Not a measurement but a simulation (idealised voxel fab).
Module name: voxel wiring stack (process module)
Cross-section cut spans 220 nm and uses square cells 5 nm in size.
Cross-section spec: square-cell grid; bands listed top down; each band is one or more rows. Each band's line starts with the height of the band's top and of its bottom, in nm. Then come its materials from left to right, each with its width in nm. One material with "everywhere" fills the band from edge to edge. "air" is empty space. Zero point of the height axis is 0; under it, received wafer = one material. Lowest band: continues down indefinitely, "z 0 and below". You'd read "30 to 40" like this: the band's top row of cells is as wide as the first number, its bottom row is as wide as the second, and going down, every row changes width by the same amount as the row before did. "changes: none" for a step: no cell of the cross-section changed in that step. Reported under the label "Closed void entries" are the empty spaces having no open way to the top and comprising 8 cells or more; the notation for each is width x height at distance, in which the distance is measured from the left edge and all three values are in nm. Heads up: the bit after the settings on a step's line is the simulator's remark on that step. "overlay nm" denotes, for a step that has a mask, the displacement of the mask to the right of its planned place, with negative values corresponding to the left.

These are the steps we planned for the process:
1) RECEIVE, material Si
2) CONFORMAL_DEP, material SiO2, thk nm 10
3) DIRECTIONAL_DEP, material TiN, thk nm 5
4) DIRECTIONAL_DEP, material Ru, thk nm 15
5) MASKED_ETCH, tone cover, mask id METAL_1, width nm 30, pitch nm 50, etch materials Ru, depth nm 15, overlay nm 0
6) MASKED_ETCH, tone cover, mask id METAL_1, width nm 30, pitch nm 50, etch materials TiN, depth nm 5, overlay nm 0
7) FILL_DEP, material lowk, thk nm 5
8) CMP, height nm 30
9) CONFORMAL_DEP, material SiCN, thk nm 5
10) DIRECTIONAL_DEP, material lowk, thk nm 10
11) MASKED_ETCH, tone open, mask id PLUG_1, width nm 15, pitch nm 50, etch materials lowk, depth nm 10, overlay nm 0
12) MASKED_ETCH, tone open, mask id PLUG_1, width nm 15, pitch nm 50, etch materials SiCN, depth nm 5, overlay nm 0
13) EPI, material Ru, thk nm 10
14) EPI, material Ru, thk nm 5
15) DIRECTIONAL_DEP, material TiN, thk nm 5
16) DIRECTIONAL_DEP, material Ru, thk nm 20
17) DIRECTIONAL_DEP, material aC, thk nm 10
18) PATTERN, tone cover, mask id METAL_2, material resist, width nm 30, pitch nm 50, thk nm 30, overlay nm 0
19) DIRECTIONAL_ETCH, etch materials aC, depth nm 10
20) STRIP, etch materials resist
21) DIRECTIONAL_ETCH, etch materials Ru, depth nm 20
22) DIRECTIONAL_ETCH, etch materials TiN, depth nm 5
23) STRIP, etch materials aC
24) CONFORMAL_DEP, material SiN, thk nm 5
25) FILL_DEP, material SiO2, thk nm 5
26) CMP, height nm 70
27) CONFORMAL_DEP, material SiCN, thk nm 5
28) DIRECTIONAL_DEP, material lowk, thk nm 20
29) PATTERN, tone open, mask id PLUG_2, material resist, width nm 15, pitch nm 50, thk nm 20, overlay nm 0
30) DIRECTIONAL_ETCH, etch materials lowk, depth nm 20
31) DIRECTIONAL_ETCH, etch materials SiCN, depth nm 5
32) STRIP, etch materials resist
33) EPI, material Ru, thk nm 10
34) EPI, material Ru, thk nm 10
35) EPI, material Ru, thk nm 5
36) CONFORMAL_DEP, material SiCN, thk nm 5
37) DIRECTIONAL_DEP, material lowk, thk nm 25
38) MASKED_ETCH, tone open, mask id METAL_3, width nm 30, pitch nm 50, etch materials lowk, depth nm 25, overlay nm 0
39) MASKED_ETCH, tone open, mask id METAL_3, width nm 30, pitch nm 50, etch materials SiCN, depth nm 5, overlay nm 0
40) CONFORMAL_DEP, material TiN, thk nm 5
41) FILL_DEP, material W, thk nm 5
42) CMP, height nm 125
43) EPI, material Ru, thk nm 5
44) FILL_DEP, material SiCN, thk nm 5

Cross-sectional view of the wafer in its as-received condition, corresponding to the state after step 1:
    z 0 and below  Si everywhere
    Closed void entries: none

First wafer of two, sectioned at end of module; run went per plan:
    z 135 to 130  SiCN everywhere
    z 130 to 125  40 nm SiCN | 40 nm Ru | 10 nm SiCN | 40 nm Ru | 10 nm SiCN | 40 nm Ru | 40 nm SiCN
    z 125 to 100  45 nm lowk | 5 nm TiN | 20 nm W | 5 nm TiN | 20 nm lowk | 5 nm TiN | 20 nm W | 5 nm TiN | 20 nm lowk | 5 nm TiN | 20 nm W | 5 nm TiN | 45 nm lowk
    z 100 to 95  45 nm SiCN | 30 nm TiN | 20 nm SiCN | 30 nm TiN | 20 nm SiCN | 30 nm TiN | 45 nm SiCN
    z 95 to 75  45 nm lowk | 15 nm Ru | 35 nm lowk | 15 nm Ru | 35 nm lowk | 15 nm Ru | 60 nm lowk
    z 75 to 70  45 nm SiCN | 15 nm Ru | 35 nm SiCN | 15 nm Ru | 35 nm SiCN | 15 nm Ru | 60 nm SiCN
    z 70 to 50  40 nm SiO2 | 5 nm SiN | 30 nm Ru | 5 nm SiN | 10 nm SiO2 | 5 nm SiN | 30 nm Ru | 5 nm SiN | 10 nm SiO2 | 5 nm SiN | 30 nm Ru | 5 nm SiN | 40 nm SiO2
    z 50 to 45  45 nm SiN | 30 nm TiN | 20 nm SiN | 30 nm TiN | 20 nm SiN | 30 nm TiN | 45 nm SiN
    z 45 to 35  45 nm lowk | 15 nm Ru | 35 nm lowk | 15 nm Ru | 35 nm lowk | 15 nm Ru | 60 nm lowk
    z 35 to 30  45 nm SiCN | 15 nm Ru | 35 nm SiCN | 15 nm Ru | 35 nm SiCN | 15 nm Ru | 60 nm SiCN
    z 30 to 15  45 nm lowk | 30 nm Ru | 20 nm lowk | 30 nm Ru | 20 nm lowk | 30 nm Ru | 45 nm lowk
    z 15 to 10  45 nm lowk | 30 nm TiN | 20 nm lowk | 30 nm TiN | 20 nm lowk | 30 nm TiN | 45 nm lowk
    z 10 to 0  SiO2 everywhere
    z 0 and below  Si everywhere
    Closed void entries: none

End-of-module cross-section of the second wafer: identical starting point and process plan to the first, with one processing mistake:
    z 135 to 130  SiCN everywhere
    z 130 to 125  40 nm SiCN | 40 nm Ru | 10 nm SiCN | 40 nm Ru | 10 nm SiCN | 40 nm Ru | 40 nm SiCN
    z 125 to 120  45 nm SiCN | 30 nm TiN | 20 nm SiCN | 30 nm TiN | 20 nm SiCN | 30 nm TiN | 45 nm SiCN
    z 120 to 95  lowk everywhere
    z 95 to 75  45 nm lowk | 15 nm Ru | 35 nm lowk | 15 nm Ru | 35 nm lowk | 15 nm Ru | 60 nm lowk
    z 75 to 70  45 nm SiCN | 15 nm Ru | 35 nm SiCN | 15 nm Ru | 35 nm SiCN | 15 nm Ru | 60 nm SiCN
    z 70 to 50  40 nm SiO2 | 5 nm SiN | 30 nm Ru | 5 nm SiN | 10 nm SiO2 | 5 nm SiN | 30 nm Ru | 5 nm SiN | 10 nm SiO2 | 5 nm SiN | 30 nm Ru | 5 nm SiN | 40 nm SiO2
    z 50 to 45  45 nm SiN | 30 nm TiN | 20 nm SiN | 30 nm TiN | 20 nm SiN | 30 nm TiN | 45 nm SiN
    z 45 to 35  45 nm lowk | 15 nm Ru | 35 nm lowk | 15 nm Ru | 35 nm lowk | 15 nm Ru | 60 nm lowk
    z 35 to 30  45 nm SiCN | 15 nm Ru | 35 nm SiCN | 15 nm Ru | 35 nm SiCN | 15 nm Ru | 60 nm SiCN
    z 30 to 15  45 nm lowk | 30 nm Ru | 20 nm lowk | 30 nm Ru | 20 nm lowk | 30 nm Ru | 45 nm lowk
    z 15 to 10  45 nm lowk | 30 nm TiN | 20 nm lowk | 30 nm TiN | 20 nm lowk | 30 nm TiN | 45 nm lowk
    z 10 to 0  SiO2 everywhere
    z 0 and below  Si everywhere
    Closed void entries: none
It is concluded that the wafer was processed incorrectly with respect to the plan, in that the intended sequence of steps 36 and 37 was reversed during processing, with each occupying the position of the other
The closing comparison, in cells, has the second wafer with more or fewer of some materials than the first: TiN -30 | W -60 | lowk +90
